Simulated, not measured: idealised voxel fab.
Process module, titled voxel lift off
Square cells of 5 nm make up the cross-section cut, whose width is 300 nm.
This document writes a cross-section as a grid whose cells are square, and gives it as bands, listed from the top down; one or more rows of cells form a band. Basically the band line says how high the top is and how high the bottom is, in nm, and then what's in it from left to right, every material with its width in nm. Empty space shows up as "empty", and if a single material carries "throughout" it runs the full band edge to edge. Measure heights from 0. That's the level where, below it, the as-received wafer is all one material. The lowest band is bottomless and extends downward; write it as in "0 down". Read "30->40" as a graded width: first number on top, second number at the bottom, same change between each pair of neighbouring rows. Given "all unchanged" for a step, no cell of the cross-section differs between before and after that step. What "Enclosed void list" gives you is every empty space of 8 cells or more that is cut off from the top. Each appears as width x height at distance, with the distance taken from the left edge and width, height and distance all in nm. On each step's line, the part that comes after the settings is the simulator's own comment on the step. overlay nm: on a step with a mask, how far right of its planned place the mask lay; negative means left.

**Process steps foreseen in the plan**
| 1 | RECEIVE,material Si |
| 2 | CONFORMAL_DEP,material Al2O3,thk nm 5 |
| 3 | PATTERN,tone open,mask id LINES,material resist,width nm 20,pitch nm 45,thk nm 15,overlay nm 0 |
| 4 | DIRECTIONAL_DEP,material Ru,thk nm 5 |
| 5 | STRIP,etch materials resist |
| 6 | CONFORMAL_DEP,material SiO2,thk nm 5 |

**First of two wafers, processed according to plan**

**This is the cross-section of the wafer as we received it, i.e. after step 1**
- 0 down | Si throughout
- Enclosed void list: none

**Upon completion of step 2, the wafer appears in cross-section as shown**
- 5 to 0 | Al2O3 throughout
- Beneath the level 0, the cross-section is identical to its previous state.

**Upon completion of step 3, the wafer appears in cross-section as shown**
- 20 to 5 | resist (95)  empty (20)  resist (25)  empty (20)  resist (25)  empty (20)  resist (95)
- Beneath the level 5, the cross-section is identical to its previous state.

**Upon completion of step 4, the wafer appears in cross-section as shown**
- 25 to 20 | Ru (95)  empty (20)  Ru (25)  empty (20)  Ru (25)  empty (20)  Ru (95)
- 20 to 10 | resist (95)  empty (20)  resist (25)  empty (20)  resist (25)  empty (20)  resist (95)
- 10 to 5 | resist (95)  Ru (20)  resist (25)  Ru (20)  resist (25)  Ru (20)  resist (95)
- Beneath the level 5, the cross-section is identical to its previous state.

**Upon completion of step 5, the wafer appears in cross-section as shown**
- 10 to 5 | empty (95)  Ru (20)  empty (25)  Ru (20)  empty (25)  Ru (20)  empty (95)
- Beneath the level 5, the cross-section is identical to its previous state.

**Upon completion of step 6, the wafer appears in cross-section as shown**
- 15 to 10 | empty (90)  SiO2 (30)  empty (15)  SiO2 (30)  empty (15)  SiO2 (30)  empty (90)
- 10 to 5 | SiO2 (95)  Ru (20)  SiO2 (25)  Ru (20)  SiO2 (25)  Ru (20)  SiO2 (95)
- Beneath the level 5, the cross-section is identical to its previous state.

**Second wafer, same starting state and plan as the first, one mistake in the run, identical through step 1**

**X-section, second wafer, when step 2 was due to finish**
- 5 to 0 | SiO2 throughout
- Beneath the level 0, the cross-section is identical to its previous state.

**X-section, second wafer, when step 3 was due to finish**
- 20 to 5 | resist (95)  empty (20)  resist (25)  empty (20)  resist (25)  empty (20)  resist (95)
- Beneath the level 5, the cross-section is identical to its previous state.

**X-section, second wafer, when step 4 was due to finish**
- 25 to 20 | Ru (95)  empty (20)  Ru (25)  empty (20)  Ru (25)  empty (20)  Ru (95)
- 20 to 10 | resist (95)  empty (20)  resist (25)  empty (20)  resist (25)  empty (20)  resist (95)
- 10 to 5 | resist (95)  Ru (20)  resist (25)  Ru (20)  resist (25)  Ru (20)  resist (95)
- Beneath the level 5, the cross-section is identical to its previous state.

**X-section, second wafer, when step 5 was due to finish**
- 10 to 5 | empty (95)  Ru (20)  empty (25)  Ru (20)  empty (25)  Ru (20)  empty (95)
- Beneath the level 5, the cross-section is identical to its previous state.

**X-section, second wafer, when step 6 was due to finish**
- 15 to 10 | empty (90)  SiO2 (30)  empty (15)  SiO2 (30)  empty (15)  SiO2 (30)  empty (90)
- 10 to 5 | SiO2 (95)  Ru (20)  SiO2 (25)  Ru (20)  SiO2 (25)  Ru (20)  SiO2 (95)
- Beneath the level 5, the cross-section is identical to its previous state.
The mistake made against the process plan was this: step 2 did not use the planned setting and instead ran as CONFORMAL_DEP,material SiO2,thk nm 5
End of process, cell counts, second wafer against first, materials with more or fewer: 60 fewer of Al2O3 | 60 more of SiO2
